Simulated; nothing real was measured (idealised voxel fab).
The following process module bears the name voxel ribs on slabs.
Cross-section cut spans 155 nm and uses square cells 5 nm in size.
Square cells in a grid make up a cross-section in this document, and the grid is given as bands, listed from the top down, each one or more rows of cells. Heads up on the band format: heights come first, top then bottom, in nm. After that it's the materials left to right, each with its width in nm. A single material flagged "everywhere" fills the whole band edge to edge, and "empty" means there's empty space there. Note: height 0 marks the level under which the wafer is uniformly one material as received. Lowest band unbounded below, written "0 and below". A width given as "30..40" starts at the first number in the band's top row and ends at the second number in its bottom row, shifting by an equal amount at every step from row to row. You'll sometimes find "no change" written for a step, and that's the way of saying that nowhere in the cross-section did a cell change during that step. "Trapped cavities": empty spaces of 8 cells or more with no open way to the top, each given as width x height at distance, distance from the left edge, all in nm. Post-settings text on a step line: simulator's own remark regarding the step. "overlay nm" on a masked step: distance the mask lay right of its planned place, negative for left.

**Listed below are the process steps as planned**
- 1: RECEIVE: material Si
- 2: DIRECTIONAL_DEP: material SiO2, thk nm 25
- 3: DIRECTIONAL_DEP: material SiN, thk nm 25
- 4: DIRECTIONAL_DEP: material aC, thk nm 10
- 5: PATTERN: tone cover, mask id RIB, material resist, width nm 25, thk nm 25, overlay nm 0
- 6: DIRECTIONAL_ETCH: etch materials aC, depth nm 10
- 7: STRIP: etch materials resist
- 8: DIRECTIONAL_ETCH: etch materials SiN, depth nm 5
- 9: STRIP: etch materials aC
- 10: PATTERN: tone cover, mask id SLAB, material resist, width nm 65, thk nm 15, overlay nm 0
- 11: DIRECTIONAL_ETCH: etch materials SiN, depth nm 20
- 12: STRIP: etch materials resist
- 13: FILL_DEP: material SiO2, thk nm 20
- 14: CMP: height nm 65
- 15: DIRECTIONAL_DEP: material TiN, thk nm 10
- 16: DIRECTIONAL_DEP: material aC, thk nm 10
- 17: PATTERN: tone cover, mask id HEATER, material resist, width nm 35, thk nm 25, overlay nm 0
- 18: DIRECTIONAL_ETCH: etch materials aC, depth nm 10
- 19: STRIP: etch materials resist
- 20: DIRECTIONAL_ETCH: etch materials TiN, depth nm 10
- 21: STRIP: etch materials aC
- 22: CONFORMAL_DEP: material SiO2, thk nm 5

**Cross-section, incoming material, after step 1**
- 0 and below = Si everywhere
- Trapped cavities: none

**First of two wafers at the end of the module, shown in cross-section; run carried out as planned**
- 80 down to 75 = 55 nm empty  45 nm SiO2  55 nm empty
- 75 down to 70 = 55 nm empty  5 nm SiO2  35 nm TiN  5 nm SiO2  55 nm empty
- 70 down to 65 = 60 nm SiO2  35 nm TiN  60 nm SiO2
- 65 down to 50 = SiO2 everywhere
- 50 down to 45 = 65 nm SiO2  25 nm SiN  65 nm SiO2
- 45 down to 25 = 45 nm SiO2  65 nm SiN  45 nm SiO2
- 25 down to 0 = SiO2 everywhere
- 0 and below = Si everywhere
- Trapped cavities: none

**Second wafer through the module, sectioned at the end: same beginning and same plan as the first wafer, with one mistake in carrying it out**
- 75 down to 65 = 60 nm empty  35 nm TiN  60 nm empty
- 65 down to 50 = SiO2 everywhere
- 50 down to 45 = 65 nm SiO2  25 nm SiN  65 nm SiO2
- 45 down to 25 = 45 nm SiO2  65 nm SiN  45 nm SiO2
- 25 down to 0 = SiO2 everywhere
- 0 and below = Si everywhere
- Trapped cavities: none
In executing the process, a mistake was made relative to the plan: heads up, step 22 of the plan was skipped and never actually ran
Bottom line after processing is that, in cells, the second wafer is up or down on some materials versus the first: 35 fewer of SiO2
